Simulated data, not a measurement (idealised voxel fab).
Proc. module: voxel spacer lines
The cross-section on display is named cut; it measures 270 nm wide, and its cells are 5 nm squares.
Notation: cross-section as square-cell grid; stated in bands, top first, going down; one or more cell rows per band. Basically the band line says how high the top is and how high the bottom is, in nm, and then what's in it from left to right, every material with its width in nm. Empty space shows up as "blank", and if a single material carries "edge to edge" it runs the full band edge to edge. Where do heights start? At 0: under that level the wafer as delivered is made of one material only. And the lowest band has no floor; it just carries on downward, as in "0 and below". Read "30..40" as a graded width: first number on top, second number at the bottom, same change between each pair of neighbouring rows. The cross-section has no changed cell in any step marked "nothing got changed". In the "Closed void table" entry, you get each enclosed empty space of 8 cells or more, one with no open way to the top, written width x height at distance, distance from the left edge, in nm. Text after the settings on a step's line: the simulator's own remark on that step. What "overlay nm" on a step's line means: if the step has a mask, that mask lay this far to the right of its planned place, or, when the value is negative, to the left.

Process steps (planned)
| 1 | RECEIVE (material Si) |
| 2 | CONFORMAL_DEP (material Al2O3; thk nm 10) |
| 3 | DIRECTIONAL_DEP (material polySi; thk nm 20) |
| 4 | DIRECTIONAL_DEP (material aC; thk nm 25) |
| 5 | PATTERN (tone cover; mask id MANDREL; material resist; width nm 25; pitch nm 80; thk nm 35; overlay nm 0) |
| 6 | DIRECTIONAL_ETCH (etch materials aC; depth nm 25) |
| 7 | STRIP (etch materials resist) |
| 8 | CONFORMAL_DEP (material SiN; thk nm 15) |
| 9 | DIRECTIONAL_ETCH (etch materials SiN; depth nm 15) |
| 10 | STRIP (etch materials aC) |
| 11 | DIRECTIONAL_ETCH (etch materials polySi; depth nm 20) |
| 12 | STRIP (etch materials SiN) |

This is the cross-section of the wafer as we received it, i.e. after step 1
	0 and below | Si edge to edge
	Closed void table: none

Result of the module, cross-sectioned: start per above, plan per above, one error in how it was run
	30 down to 10 | blank=70, then polySi=15, then blank=25, then polySi=15, then blank=25, then polySi=15, then blank=25, then polySi=15, then blank=65
	10 down to 0 | Al2O3 edge to edge
	0 and below | Si edge to edge
	Closed void table: none
Nonconformance to the process plan: for step 5, the planned setting was not used; the step was instead run as PATTERN (tone cover; mask id MANDREL; material resist; width nm 25; pitch nm 80; thk nm 35; overlay nm 5)
